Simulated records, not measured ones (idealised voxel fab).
process module | voxel tone inversion
cross-section cut | 150 nm wide | cells 5 nm
A cross-section is a grid of square cells, given in bands from the top down. A band is one or more rows of cells.
Each band's line starts with the height of the band's top and of its bottom, in nm. Then come its materials from left to right, each with its width in nm. One material with "throughout" fills the band from edge to edge. "air" is empty space.
Height 0 is the level under which the wafer as received is all one material. The lowest band goes on downwards, as in "0 down".
A width such as "30 to 40" changes by the same amount from each row of cells to the next, from the band's top row to its bottom row.
"no change" after a step means that no cell of the cross-section changed.
closed voids: empty space of 8 cells or more with no open way to the top, each as width x height at its distance from the left edge, in nm
after a step's settings: what the simulator itself notes on the step
overlay nm, on a step with a mask: how far to the right of its planned place the mask lay; to the left if negative
plan
1 op RECEIVE | material Si
2 op CONFORMAL_DEP | material SiN | thk nm 10
3 op DIRECTIONAL_DEP | material aC | thk nm 25
4 op PATTERN | tone cover | mask id POSTS | material resist | width nm 15 | pitch nm 45 | thk nm 30 | overlay nm -5
5 op DIRECTIONAL_ETCH | etch materials aC | depth nm 25
6 op STRIP | etch materials resist
7 op FILL_DEP | material SiO2 | thk nm 5
8 op CMP | height nm 35
9 op STRIP | etch materials aC
10 op CONFORMAL_DEP | material TiN | thk nm 5
11 op FILL_DEP | material W | thk nm 5
12 op CMP | height nm 35
13 op CONFORMAL_DEP | material SiCN | thk nm 5
varied across the wafers: overlay nm of step 4. The plan shows the first wafer's value. All wafers start alike
first wafer as received, after step 1
  0 down: Si throughout
  closed voids: none
each wafer at the end: cells of each material gained (+) or lost (-) since it was received, then its closed voids
overlay nm -5 | +30 SiCN | +60 SiN | +105 SiO2 | +33 TiN | +12 W | closed voids: none
overlay nm 0 | +30 SiCN | +60 SiN | +105 SiO2 | +33 TiN | +12 W | closed voids: none
overlay nm 5 | +30 SiCN | +60 SiN | +105 SiO2 | +33 TiN | +12 W | closed voids: none
overlay nm 10 | +30 SiCN | +60 SiN | +105 SiO2 | +33 TiN | +12 W | closed voids: none
